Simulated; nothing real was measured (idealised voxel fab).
The process module presented herein is designated voxel transistor to metal.
Cross-sectional view cut (width: 215 nm; square cell size: 5 nm).
Each cross-section below is a grid of square cells, stated as bands in top-down order, with one or more rows of cells making up each band. A band entry consists of two parts. The first gives the height of the band's top and the height of its bottom, in nm. The rest lists the band's materials from left to right, each with its width in nm. A single material labelled with the word "full width" fills the band from edge to edge, and the word "air" marks empty space. Beneath 0, the wafer as received is one material, and that level is where height counting begins. The lowest band goes on downward without a bottom; it is written like "0..down". When a width is written as two numbers, as in "30->40", the first number is the width in the top row of cells of the band and the second is the width in its bottom row, and the width changes by the same amount from each row to the next. When a step is marked "left unchanged", none of the cells in the cross-section changed during that step. Any empty space of 8 cells or more lacking an open way to the top shows up in "Closed void register" as width x height at distance, distance from the left edge, in nm. Whatever follows a step's settings on its line is a remark the simulator itself makes about that step. Regarding "overlay nm": on a step with a mask, it is the distance the mask lay to the right of its planned place; a negative value places it to the left.
Plan
1. RECEIVE with material Si
2. OXIDIZE with depth nm 5
3. CONFORMAL_DEP with material SiN, thk nm 15
4. DIRECTIONAL_DEP with material aC, thk nm 15
5. PATTERN with tone cover, mask id ACTIVE, material resist, width nm 105, thk nm 35, overlay nm 0
6. DIRECTIONAL_ETCH with etch materials aC, depth nm 15
7. STRIP with etch materials resist
8. DIRECTIONAL_ETCH with etch materials SiN, depth nm 15
9. DIRECTIONAL_ETCH with etch materials SiO2, depth nm 5
10. DIRECTIONAL_ETCH with etch materials Si, depth nm 30
11. STRIP with etch materials aC
12. FILL_DEP with material SiO2, thk nm 10
13. CMP with height nm 15
14. SELECTIVE_ETCH with etch materials SiO2, depth nm 10
15. STRIP with etch materials SiN
16. SELECTIVE_ETCH with etch materials SiO2, depth nm 5
17. OXIDIZE with depth nm 5
18. DIRECTIONAL_DEP with material polySi, thk nm 30
19. DIRECTIONAL_DEP with material SiCN, thk nm 15
20. DIRECTIONAL_DEP with material aC, thk nm 10
21. PATTERN with tone cover, mask id GATE, material resist, width nm 25, thk nm 25, overlay nm 0
22. DIRECTIONAL_ETCH with etch materials aC, depth nm 10
23. STRIP with etch materials resist
24. DIRECTIONAL_ETCH with etch materials SiCN, depth nm 25
25. DIRECTIONAL_ETCH with etch materials polySi, depth nm 40
26. STRIP with etch materials aC
27. CONFORMAL_DEP with material SiN, thk nm 10
28. DIRECTIONAL_ETCH with etch materials SiN, depth nm 10
29. DIRECTIONAL_ETCH with etch materials SiO2, depth nm 5
30. DIRECTIONAL_ETCH with etch materials Si, depth nm 10
31. EPI with material nSi, thk nm 10
32. FILL_DEP with material SiO2, thk nm 10
33. CMP with height nm 40
34. DIRECTIONAL_DEP with material SiO2, thk nm 15
35. PATTERN with tone open, mask id CONTACT, material resist, width nm 20, pitch nm 75, thk nm 15, overlay nm 0
36. DIRECTIONAL_ETCH with etch materials SiO2, depth nm 65
37. STRIP with etch materials resist
38. CONFORMAL_DEP with material TiN, thk nm 5
39. FILL_DEP with material Ru, thk nm 5
40. CMP with height nm 55
41. DIRECTIONAL_DEP with material TiN, thk nm 5
42. DIRECTIONAL_DEP with material W, thk nm 25
43. DIRECTIONAL_DEP with material aC, thk nm 15
44. PATTERN with tone cover, mask id METAL_1, material resist, width nm 20, pitch nm 75, thk nm 30, overlay nm 0
45. DIRECTIONAL_ETCH with etch materials aC, depth nm 15
46. STRIP with etch materials resist
47. DIRECTIONAL_ETCH with etch materials W, depth nm 25
48. DIRECTIONAL_ETCH with etch materials TiN, depth nm 5
49. STRIP with etch materials aC
50. CONFORMAL_DEP with material SiCN, thk nm 5
51. FILL_DEP with material SiO2, thk nm 5
52. CMP with height nm 85
53. CONFORMAL_DEP with material SiN, thk nm 5
So, the first of our two wafers, run just as we planned it
Incoming wafer in cross-section (state: after step 1)
    0..down: Si full width
    Closed void register: none
The following cross-section depicts the wafer upon completion of step 2
    0..-5: SiO2 full width
    Unchanged below -5.
The following cross-section depicts the wafer upon completion of step 3
    15..0: SiN full width
    Unchanged below 0.
The following cross-section depicts the wafer upon completion of step 4
    30..15: aC full width
    Unchanged below 15.
The following cross-section depicts the wafer upon completion of step 5
    65..30: 55 nm air  105 nm resist  55 nm air
    Unchanged below 30.
The following cross-section depicts the wafer upon completion of step 6
    50..30: 55 nm air  105 nm resist  55 nm air
    30..15: 55 nm air  105 nm aC  55 nm air
    Unchanged below 15.
The following cross-section depicts the wafer upon completion of step 7
    30..15: 55 nm air  105 nm aC  55 nm air
    Unchanged below 15.
The following cross-section depicts the wafer upon completion of step 8
    30..15: 55 nm air  105 nm aC  55 nm air
    15..0: 55 nm air  105 nm SiN  55 nm air
    Unchanged below 0.
The following cross-section depicts the wafer upon completion of step 9
    30..15: 55 nm air  105 nm aC  55 nm air
    15..0: 55 nm air  105 nm SiN  55 nm air
    0..-5: 55 nm air  105 nm SiO2  55 nm air
    Unchanged below -5.
The following cross-section depicts the wafer upon completion of step 10
    30..15: 55 nm air  105 nm aC  55 nm air
    15..0: 55 nm air  105 nm SiN  55 nm air
    0..-5: 55 nm air  105 nm SiO2  55 nm air
    -5..-35: 55 nm air  105 nm Si  55 nm air
    Unchanged below -35.
The following cross-section depicts the wafer upon completion of step 11
    15..0: 55 nm air  105 nm SiN  55 nm air
    Unchanged below 0.
The following cross-section depicts the wafer upon completion of step 12
    25..15: SiO2 full width
    15..0: 55 nm SiO2  105 nm SiN  55 nm SiO2
    0..-5: SiO2 full width
    -5..-35: 55 nm SiO2  105 nm Si  55 nm SiO2
    Unchanged below -35.
The following cross-section depicts the wafer upon completion of step 13
    15..0: 55 nm SiO2  105 nm SiN  55 nm SiO2
    Unchanged below 0.
The following cross-section depicts the wafer upon completion of step 14
    15..5: 55 nm air  105 nm SiN  55 nm air
    Unchanged below 5.
The following cross-section depicts the wafer upon completion of step 15
    5..0: 55 nm SiO2  105 nm air  55 nm SiO2
    Unchanged below 0.
The following cross-section depicts the wafer upon completion of step 16
    0..-5: 50 nm SiO2  115 nm air  50 nm SiO2
    Unchanged below -5.
The following cross-section depicts the wafer upon completion of step 17
    0..-5: 50 nm SiO2  115 nm air  50 nm SiO2
    -5..-10: SiO2 full width
    Unchanged below -10.
The following cross-section depicts the wafer upon completion of step 18
    30..25: 50 nm polySi  115 nm air  50 nm polySi
    25..0: polySi full width
    0..-5: 50 nm SiO2  115 nm polySi  50 nm SiO2
    Unchanged below -5.
The following cross-section depicts the wafer upon completion of step 19
    45..40: 50 nm SiCN  115 nm air  50 nm SiCN
    40..30: SiCN full width
    30..25: 50 nm polySi  115 nm SiCN  50 nm polySi
    Unchanged below 25.
The following cross-section depicts the wafer upon completion of step 20
    55..50: 50 nm aC  115 nm air  50 nm aC
    50..45: aC full width
    45..40: 50 nm SiCN  115 nm aC  50 nm SiCN
    Unchanged below 40.
The following cross-section depicts the wafer upon completion of step 21
    80..55: 95 nm air  25 nm resist  95 nm air
    55..50: 50 nm aC  45 nm air  25 nm resist  45 nm air  50 nm aC
    Unchanged below 50.
The following cross-section depicts the wafer upon completion of step 22
    70..50: 95 nm air  25 nm resist  95 nm air
    50..45: 95 nm air  25 nm aC  95 nm air
    45..40: 50 nm SiCN  45 nm air  25 nm aC  45 nm air  50 nm SiCN
    Unchanged below 40.
The following cross-section depicts the wafer upon completion of step 23
    50..45: 95 nm air  25 nm aC  95 nm air
    Unchanged below 45.
The following cross-section depicts the wafer upon completion of step 24
    50..40: 95 nm air  25 nm aC  95 nm air
    40..30: 95 nm air  25 nm SiCN  95 nm air
    30..25: 50 nm polySi  45 nm air  25 nm SiCN  45 nm air  50 nm polySi
    Unchanged below 25.
The following cross-section depicts the wafer upon completion of step 25
    50..40: 95 nm air  25 nm aC  95 nm air
    40..25: 95 nm air  25 nm SiCN  95 nm air
    25..0: 95 nm air  25 nm polySi  95 nm air
    0..-5: 50 nm SiO2  45 nm air  25 nm polySi  45 nm air  50 nm SiO2
    Unchanged below -5.
The following cross-section depicts the wafer upon completion of step 26
    40..25: 95 nm air  25 nm SiCN  95 nm air
    Unchanged below 25.
The following cross-section depicts the wafer upon completion of step 27
    50..40: 85 nm air  45 nm SiN  85 nm air
    40..25: 85 nm air  10 nm SiN  25 nm SiCN  10 nm SiN  85 nm air
    25..10: 85 nm air  10 nm SiN  25 nm polySi  10 nm SiN  85 nm air
    10..5: 60 nm SiN  25 nm air  10 nm SiN  25 nm polySi  10 nm SiN  25 nm air  60 nm SiN
    5..0: 95 nm SiN  25 nm polySi  95 nm SiN
    0..-5: 50 nm SiO2  45 nm SiN  25 nm polySi  45 nm SiN  50 nm SiO2
    Unchanged below -5.
The following cross-section depicts the wafer upon completion of step 28
    40..25: 85 nm air  10 nm SiN  25 nm SiCN  10 nm SiN  85 nm air
    25..0: 85 nm air  10 nm SiN  25 nm polySi  10 nm SiN  85 nm air
    0..-5: 50 nm SiO2  10 nm SiN  25 nm air  10 nm SiN  25 nm polySi  10 nm SiN  25 nm air  10 nm SiN  50 nm SiO2
    Unchanged below -5.
The following cross-section depicts the wafer upon completion of step 29
    40..25: 85 nm air  10 nm SiN  25 nm SiCN  10 nm SiN  85 nm air
    25..0: 85 nm air  10 nm SiN  25 nm polySi  10 nm SiN  85 nm air
    0..-5: 50 nm air  10 nm SiN  25 nm air  10 nm SiN  25 nm polySi  10 nm SiN  25 nm air  10 nm SiN  50 nm air
    -5..-10: 60 nm SiO2  25 nm air  45 nm SiO2  25 nm air  60 nm SiO2
    Unchanged below -10.
The following cross-section depicts the wafer upon completion of step 30
    40..25: 85 nm air  10 nm SiN  25 nm SiCN  10 nm SiN  85 nm air
    25..0: 85 nm air  10 nm SiN  25 nm polySi  10 nm SiN  85 nm air
    0..-5: 50 nm air  10 nm SiN  25 nm air  10 nm SiN  25 nm polySi  10 nm SiN  25 nm air  10 nm SiN  50 nm air
    -5..-10: 60 nm SiO2  25 nm air  45 nm SiO2  25 nm air  60 nm SiO2
    -10..-20: 55 nm SiO2  5 nm Si  25 nm air  45 nm Si  25 nm air  5 nm Si  55 nm SiO2
    Unchanged below -20.
The following cross-section depicts the wafer upon completion of step 31
    40..25: 85 nm air  10 nm SiN  25 nm SiCN  10 nm SiN  85 nm air
    25..0: 85 nm air  10 nm SiN  25 nm polySi  10 nm SiN  85 nm air
    0..-5: 50 nm air  10 nm SiN  10 nm nSi  5 nm air  10 nm nSi  10 nm SiN  25 nm polySi  10 nm SiN  10 nm nSi  5 nm air  10 nm nSi  10 nm SiN  50 nm air
    -5..-10: 60 nm SiO2  10 nm nSi  5 nm air  10 nm nSi  45 nm SiO2  10 nm nSi  5 nm air  10 nm nSi  60 nm SiO2
    -10..-20: 55 nm SiO2  5 nm Si  25 nm nSi  45 nm Si  25 nm nSi  5 nm Si  55 nm SiO2
    Unchanged below -20.
The following cross-section depicts the wafer upon completion of step 32
    50..40: SiO2 full width
    40..25: 85 nm SiO2  10 nm SiN  25 nm SiCN  10 nm SiN  85 nm SiO2
    25..0: 85 nm SiO2  10 nm SiN  25 nm polySi  10 nm SiN  85 nm SiO2
    0..-5: 50 nm SiO2  10 nm SiN  10 nm nSi  5 nm SiO2  10 nm nSi  10 nm SiN  25 nm polySi  10 nm SiN  10 nm nSi  5 nm SiO2  10 nm nSi  10 nm SiN  50 nm SiO2
    -5..-10: 60 nm SiO2  10 nm nSi  5 nm SiO2  10 nm nSi  45 nm SiO2  10 nm nSi  5 nm SiO2  10 nm nSi  60 nm SiO2
    Unchanged below -10.
The following cross-section depicts the wafer upon completion of step 33
    40..25: 85 nm SiO2  10 nm SiN  25 nm SiCN  10 nm SiN  85 nm SiO2
    Unchanged below 25.
The following cross-section depicts the wafer upon completion of step 34
    55..40: SiO2 full width
    Unchanged below 40.
The following cross-section depicts the wafer upon completion of step 35
    70..55: 60 nm resist  20 nm air  55 nm resist  20 nm air  60 nm resist
    Unchanged below 55.
The following cross-section depicts the wafer upon completion of step 36
    70..55: 60 nm resist  20 nm air  55 nm resist  20 nm air  60 nm resist
    55..40: 60 nm SiO2  20 nm air  55 nm SiO2  20 nm air  60 nm SiO2
    40..25: 60 nm SiO2  20 nm air  5 nm SiO2  10 nm SiN  25 nm SiCN  10 nm SiN  5 nm SiO2  20 nm air  60 nm SiO2
    25..0: 60 nm SiO2  20 nm air  5 nm SiO2  10 nm SiN  25 nm polySi  10 nm SiN  5 nm SiO2  20 nm air  60 nm SiO2
    0..-5: 50 nm SiO2  10 nm SiN  10 nm nSi  5 nm air  10 nm nSi  10 nm SiN  25 nm polySi  10 nm SiN  10 nm nSi  5 nm air  10 nm nSi  10 nm SiN  50 nm SiO2
    -5..-10: 60 nm SiO2  10 nm nSi  5 nm air  10 nm nSi  45 nm SiO2  10 nm nSi  5 nm air  10 nm nSi  60 nm SiO2
    Unchanged below -10.
The following cross-section depicts the wafer upon completion of step 37
    55..40: 60 nm SiO2  20 nm air  55 nm SiO2  20 nm air  60 nm SiO2
    Unchanged below 40.
The following cross-section depicts the wafer upon completion of step 38
    60..55: 65 nm TiN  10 nm air  65 nm TiN  10 nm air  65 nm TiN
    55..40: 60 nm SiO2  5 nm TiN  10 nm air  5 nm TiN  55 nm SiO2  5 nm TiN  10 nm air  5 nm TiN  60 nm SiO2
    40..25: 60 nm SiO2  5 nm TiN  10 nm air  5 nm TiN  5 nm SiO2  10 nm SiN  25 nm SiCN  10 nm SiN  5 nm SiO2  5 nm TiN  10 nm air  5 nm TiN  60 nm SiO2
    25..5: 60 nm SiO2  5 nm TiN  10 nm air  5 nm TiN  5 nm SiO2  10 nm SiN  25 nm polySi  10 nm SiN  5 nm SiO2  5 nm TiN  10 nm air  5 nm TiN  60 nm SiO2
    5..0: 60 nm SiO2  20 nm TiN  5 nm SiO2  10 nm SiN  25 nm polySi  10 nm SiN  5 nm SiO2  20 nm TiN  60 nm SiO2
    0..-5: 50 nm SiO2  10 nm SiN  10 nm nSi  5 nm TiN  10 nm nSi  10 nm SiN  25 nm polySi  10 nm SiN  10 nm nSi  5 nm TiN  10 nm nSi  10 nm SiN  50 nm SiO2
    -5..-10: 60 nm SiO2  10 nm nSi  5 nm TiN  10 nm nSi  45 nm SiO2  10 nm nSi  5 nm TiN  10 nm nSi  60 nm SiO2
    Unchanged below -10.
The following cross-section depicts the wafer upon completion of step 39
    65..60: Ru full width
    60..55: 65 nm TiN  10 nm Ru  65 nm TiN  10 nm Ru  65 nm TiN
    55..40: 60 nm SiO2  5 nm TiN  10 nm Ru  5 nm TiN  55 nm SiO2  5 nm TiN  10 nm Ru  5 nm TiN  60 nm SiO2
    40..25: 60 nm SiO2  5 nm TiN  10 nm Ru  5 nm TiN  5 nm SiO2  10 nm SiN  25 nm SiCN  10 nm SiN  5 nm SiO2  5 nm TiN  10 nm Ru  5 nm TiN  60 nm SiO2
    25..5: 60 nm SiO2  5 nm TiN  10 nm Ru  5 nm TiN  5 nm SiO2  10 nm SiN  25 nm polySi  10 nm SiN  5 nm SiO2  5 nm TiN  10 nm Ru  5 nm TiN  60 nm SiO2
    Unchanged below 5.
The following cross-section depicts the wafer upon completion of step 40
    55..40: 60 nm SiO2  5 nm TiN  10 nm Ru  5 nm TiN  55 nm SiO2  5 nm TiN  10 nm Ru  5 nm TiN  60 nm SiO2
    Unchanged below 40.
The following cross-section depicts the wafer upon completion of step 41
    60..55: TiN full width
    Unchanged below 55.
The following cross-section depicts the wafer upon completion of step 42
    85..60: W full width
    Unchanged below 60.
The following cross-section depicts the wafer upon completion of step 43
    100..85: aC full width
    Unchanged below 85.
The following cross-section depicts the wafer upon completion of step 44
    130..100: 60 nm air  20 nm resist  55 nm air  20 nm resist  60 nm air
    Unchanged below 100.
The following cross-section depicts the wafer upon completion of step 45
    115..100: 60 nm air  20 nm resist  55 nm air  20 nm resist  60 nm air
    100..85: 60 nm air  20 nm aC  55 nm air  20 nm aC  60 nm air
    Unchanged below 85.
The following cross-section depicts the wafer upon completion of step 46
    100..85: 60 nm air  20 nm aC  55 nm air  20 nm aC  60 nm air
    Unchanged below 85.
The following cross-section depicts the wafer upon completion of step 47
    100..85: 60 nm air  20 nm aC  55 nm air  20 nm aC  60 nm air
    85..60: 60 nm air  20 nm W  55 nm air  20 nm W  60 nm air
    Unchanged below 60.
The following cross-section depicts the wafer upon completion of step 48
    100..85: 60 nm air  20 nm aC  55 nm air  20 nm aC  60 nm air
    85..60: 60 nm air  20 nm W  55 nm air  20 nm W  60 nm air
    60..55: 60 nm air  20 nm TiN  55 nm air  20 nm TiN  60 nm air
    Unchanged below 55.
The following cross-section depicts the wafer upon completion of step 49
    85..60: 60 nm air  20 nm W  55 nm air  20 nm W  60 nm air
    Unchanged below 60.
The following cross-section depicts the wafer upon completion of step 50
    90..85: 55 nm air  30 nm SiCN  45 nm air  30 nm SiCN  55 nm air
    85..60: 55 nm air  5 nm SiCN  20 nm W  5 nm SiCN  45 nm air  5 nm SiCN  20 nm W  5 nm SiCN  55 nm air
    60..55: 60 nm SiCN  20 nm TiN  55 nm SiCN  20 nm TiN  60 nm SiCN
    Unchanged below 55.
The following cross-section depicts the wafer upon completion of step 51
    95..90: SiO2 full width
    90..85: 55 nm SiO2  30 nm SiCN  45 nm SiO2  30 nm SiCN  55 nm SiO2
    85..60: 55 nm SiO2  5 nm SiCN  20 nm W  5 nm SiCN  45 nm SiO2  5 nm SiCN  20 nm W  5 nm SiCN  55 nm SiO2
    Unchanged below 60.
The following cross-section depicts the wafer upon completion of step 52
    85..60: 55 nm SiO2  5 nm SiCN  20 nm W  5 nm SiCN  45 nm SiO2  5 nm SiCN  20 nm W  5 nm SiCN  55 nm SiO2
    Unchanged below 60.
The following cross-section depicts the wafer upon completion of step 53
    90..85: SiN full width
    Unchanged below 85.
It is to be noted that the second wafer proceeded from the same initial state and according to the same plan as the first, although one mistake was committed in its execution; through step 20, inclusive, the two wafers share an identical history
Second wafer, cross-section, planned end of step 21
    80..55: 95 nm resist  25 nm air  95 nm resist
    55..50: 50 nm aC  45 nm resist  25 nm air  45 nm resist  50 nm aC
    Unchanged below 50.
Second wafer, cross-section, planned end of step 22
    70..55: 95 nm resist  25 nm air  95 nm resist
    55..50: 50 nm aC  45 nm resist  25 nm air  45 nm resist  50 nm aC
    50..45: 95 nm aC  25 nm air  95 nm aC
    45..40: 50 nm SiCN  45 nm aC  25 nm air  45 nm aC  50 nm SiCN
    Unchanged below 40.
Second wafer, cross-section, planned end of step 23
    55..45: 50->95 nm aC  115->25 nm air  50->95 nm aC
    Unchanged below 45.
Second wafer, cross-section, planned end of step 24
    55..45: 50->95 nm aC  115->25 nm air  50->95 nm aC
    45..40: 50 nm SiCN  45 nm aC  25 nm air  45 nm aC  50 nm SiCN
    40..30: 95 nm SiCN  25 nm air  95 nm SiCN
    30..25: 50 nm polySi  45 nm SiCN  25 nm air  45 nm SiCN  50 nm polySi
    Unchanged below 25.
Second wafer, cross-section, planned end of step 25
    55..45: 50->95 nm aC  115->25 nm air  50->95 nm aC
    45..40: 50 nm SiCN  45 nm aC  25 nm air  45 nm aC  50 nm SiCN
    40..30: 95 nm SiCN  25 nm air  95 nm SiCN
    30..25: 50 nm polySi  45 nm SiCN  25 nm air  45 nm SiCN  50 nm polySi
    25..0: 95 nm polySi  25 nm air  95 nm polySi
    0..-5: 50 nm SiO2  45 nm polySi  25 nm air  45 nm polySi  50 nm SiO2
    Unchanged below -5.
Second wafer, cross-section, planned end of step 26
    45..40: 50 nm SiCN  115 nm air  50 nm SiCN
    Unchanged below 40.
Second wafer, cross-section, planned end of step 27
    55..45: 60->105 nm SiN  95->5 nm air  60->105 nm SiN
    45..40: 50 nm SiCN  55 nm SiN  5 nm air  55 nm SiN  50 nm SiCN
    40..30: 95 nm SiCN  10 nm SiN  5 nm air  10 nm SiN  95 nm SiCN
    30..25: 50 nm polySi  45 nm SiCN  10 nm SiN  5 nm air  10 nm SiN  45 nm SiCN  50 nm polySi
    25..5: 95 nm polySi  10 nm SiN  5 nm air  10 nm SiN  95 nm polySi
    5..0: 95 nm polySi  25 nm SiN  95 nm polySi
    0..-5: 50 nm SiO2  45 nm polySi  25 nm SiN  45 nm polySi  50 nm SiO2
    Unchanged below -5.
Second wafer, cross-section, planned end of step 28
    45..40: 50 nm SiCN  10 nm SiN  95 nm air  10 nm SiN  50 nm SiCN
    40..30: 95 nm SiCN  10 nm SiN  5 nm air  10 nm SiN  95 nm SiCN
    30..25: 50 nm polySi  45 nm SiCN  10 nm SiN  5 nm air  10 nm SiN  45 nm SiCN  50 nm polySi
    25..0: 95 nm polySi  10 nm SiN  5 nm air  10 nm SiN  95 nm polySi
    0..-5: 50 nm SiO2  45 nm polySi  10 nm SiN  5 nm air  10 nm SiN  45 nm polySi  50 nm SiO2
    Unchanged below -5.
Second wafer, cross-section, planned end of step 29
    45..40: 50 nm SiCN  10 nm SiN  95 nm air  10 nm SiN  50 nm SiCN
    40..30: 95 nm SiCN  10 nm SiN  5 nm air  10 nm SiN  95 nm SiCN
    30..25: 50 nm polySi  45 nm SiCN  10 nm SiN  5 nm air  10 nm SiN  45 nm SiCN  50 nm polySi
    25..0: 95 nm polySi  10 nm SiN  5 nm air  10 nm SiN  95 nm polySi
    0..-5: 50 nm SiO2  45 nm polySi  10 nm SiN  5 nm air  10 nm SiN  45 nm polySi  50 nm SiO2
    -5..-10: 105 nm SiO2  5 nm air  105 nm SiO2
    Unchanged below -10.
Second wafer, cross-section, planned end of step 30
    45..40: 50 nm SiCN  10 nm SiN  95 nm air  10 nm SiN  50 nm SiCN
    40..30: 95 nm SiCN  10 nm SiN  5 nm air  10 nm SiN  95 nm SiCN
    30..25: 50 nm polySi  45 nm SiCN  10 nm SiN  5 nm air  10 nm SiN  45 nm SiCN  50 nm polySi
    25..0: 95 nm polySi  10 nm SiN  5 nm air  10 nm SiN  95 nm polySi
    0..-5: 50 nm SiO2  45 nm polySi  10 nm SiN  5 nm air  10 nm SiN  45 nm polySi  50 nm SiO2
    -5..-10: 105 nm SiO2  5 nm air  105 nm SiO2
    -10..-20: 55 nm SiO2  50 nm Si  5 nm air  50 nm Si  55 nm SiO2
    Unchanged below -20.
Second wafer, cross-section, planned end of step 31
    45..40: 50 nm SiCN  10 nm SiN  95 nm air  10 nm SiN  50 nm SiCN
    40..30: 95 nm SiCN  10 nm SiN  5 nm air  10 nm SiN  95 nm SiCN
    30..25: 50 nm polySi  45 nm SiCN  10 nm SiN  5 nm air  10 nm SiN  45 nm SiCN  50 nm polySi
    25..0: 95 nm polySi  10 nm SiN  5 nm air  10 nm SiN  95 nm polySi
    0..-5: 50 nm SiO2  45 nm polySi  10 nm SiN  5 nm nSi  10 nm SiN  45 nm polySi  50 nm SiO2
    -5..-10: 105 nm SiO2  5 nm nSi  105 nm SiO2
    -10..-20: 55 nm SiO2  50 nm Si  5 nm nSi  50 nm Si  55 nm SiO2
    Unchanged below -20.
Second wafer, cross-section, planned end of step 32
    55..45: SiO2 full width
    45..40: 50 nm SiCN  10 nm SiN  95 nm SiO2  10 nm SiN  50 nm SiCN
    40..30: 95 nm SiCN  10 nm SiN  5 nm SiO2  10 nm SiN  95 nm SiCN
    30..25: 50 nm polySi  45 nm SiCN  10 nm SiN  5 nm SiO2  10 nm SiN  45 nm SiCN  50 nm polySi
    25..0: 95 nm polySi  10 nm SiN  5 nm SiO2  10 nm SiN  95 nm polySi
    Unchanged below 0.
Second wafer, cross-section, planned end of step 33
    40..30: 95 nm SiCN  10 nm SiN  5 nm SiO2  10 nm SiN  95 nm SiCN
    Unchanged below 30.
Second wafer, cross-section, planned end of step 34
    55..40: SiO2 full width
    Unchanged below 40.
Second wafer, cross-section, planned end of step 35
    70..55: 60 nm resist  20 nm air  55 nm resist  20 nm air  60 nm resist
    Unchanged below 55.
Second wafer, cross-section, planned end of step 36
    70..55: 60 nm resist  20 nm air  55 nm resist  20 nm air  60 nm resist
    55..40: 60 nm SiO2  20 nm air  55 nm SiO2  20 nm air  60 nm SiO2
    Unchanged below 40.
Second wafer, cross-section, planned end of step 37
    55..40: 60 nm SiO2  20 nm air  55 nm SiO2  20 nm air  60 nm SiO2
    Unchanged below 40.
Second wafer, cross-section, planned end of step 38
    60..55: 65 nm TiN  10 nm air  65 nm TiN  10 nm air  65 nm TiN
    55..45: 60 nm SiO2  5 nm TiN  10 nm air  5 nm TiN  55 nm SiO2  5 nm TiN  10 nm air  5 nm TiN  60 nm SiO2
    45..40: 60 nm SiO2  20 nm TiN  55 nm SiO2  20 nm TiN  60 nm SiO2
    Unchanged below 40.
Second wafer, cross-section, planned end of step 39
    65..60: Ru full width
    60..55: 65 nm TiN  10 nm Ru  65 nm TiN  10 nm Ru  65 nm TiN
    55..45: 60 nm SiO2  5 nm TiN  10 nm Ru  5 nm TiN  55 nm SiO2  5 nm TiN  10 nm Ru  5 nm TiN  60 nm SiO2
    Unchanged below 45.
Second wafer, cross-section, planned end of step 40
    55..45: 60 nm SiO2  5 nm TiN  10 nm Ru  5 nm TiN  55 nm SiO2  5 nm TiN  10 nm Ru  5 nm TiN  60 nm SiO2
    Unchanged below 45.
Second wafer, cross-section, planned end of step 41
    60..55: TiN full width
    Unchanged below 55.
Second wafer, cross-section, planned end of step 42
    85..60: W full width
    Unchanged below 60.
Second wafer, cross-section, planned end of step 43
    100..85: aC full width
    Unchanged below 85.
Second wafer, cross-section, planned end of step 44
    130..100: 60 nm air  20 nm resist  55 nm air  20 nm resist  60 nm air
    Unchanged below 100.
Second wafer, cross-section, planned end of step 45
    115..100: 60 nm air  20 nm resist  55 nm air  20 nm resist  60 nm air
    100..85: 60 nm air  20 nm aC  55 nm air  20 nm aC  60 nm air
    Unchanged below 85.
Second wafer, cross-section, planned end of step 46
    100..85: 60 nm air  20 nm aC  55 nm air  20 nm aC  60 nm air
    Unchanged below 85.
Second wafer, cross-section, planned end of step 47
    100..85: 60 nm air  20 nm aC  55 nm air  20 nm aC  60 nm air
    85..60: 60 nm air  20 nm W  55 nm air  20 nm W  60 nm air
    Unchanged below 60.
Second wafer, cross-section, planned end of step 48
    100..85: 60 nm air  20 nm aC  55 nm air  20 nm aC  60 nm air
    85..60: 60 nm air  20 nm W  55 nm air  20 nm W  60 nm air
    60..55: 60 nm air  20 nm TiN  55 nm air  20 nm TiN  60 nm air
    Unchanged below 55.
Second wafer, cross-section, planned end of step 49
    85..60: 60 nm air  20 nm W  55 nm air  20 nm W  60 nm air
    Unchanged below 60.
Second wafer, cross-section, planned end of step 50
    90..85: 55 nm air  30 nm SiCN  45 nm air  30 nm SiCN  55 nm air
    85..60: 55 nm air  5 nm SiCN  20 nm W  5 nm SiCN  45 nm air  5 nm SiCN  20 nm W  5 nm SiCN  55 nm air
    60..55: 60 nm SiCN  20 nm TiN  55 nm SiCN  20 nm TiN  60 nm SiCN
    Unchanged below 55.
Second wafer, cross-section, planned end of step 51
    95..90: SiO2 full width
    90..85: 55 nm SiO2  30 nm SiCN  45 nm SiO2  30 nm SiCN  55 nm SiO2
    85..60: 55 nm SiO2  5 nm SiCN  20 nm W  5 nm SiCN  45 nm SiO2  5 nm SiCN  20 nm W  5 nm SiCN  55 nm SiO2
    Unchanged below 60.
Second wafer, cross-section, planned end of step 52
    85..60: 55 nm SiO2  5 nm SiCN  20 nm W  5 nm SiCN  45 nm SiO2  5 nm SiCN  20 nm W  5 nm SiCN  55 nm SiO2
    Unchanged below 60.
Second wafer, cross-section, planned end of step 53
    90..85: SiN full width
    Unchanged below 85.
Heads up, the wafer didn't run the way we planned it: step 21 changed vs plan, executed as PATTERN with tone open, mask id GATE, material resist, width nm 25, thk nm 25, overlay nm 0
Final wafer comparison in cells, second versus first, more or fewer per material: 32 fewer of Ru, 18 more of Si, 79 more of SiCN, 4 fewer of SiN, 191 fewer of SiO2, 36 fewer of TiN, 32 fewer of nSi, 198 more of polySi
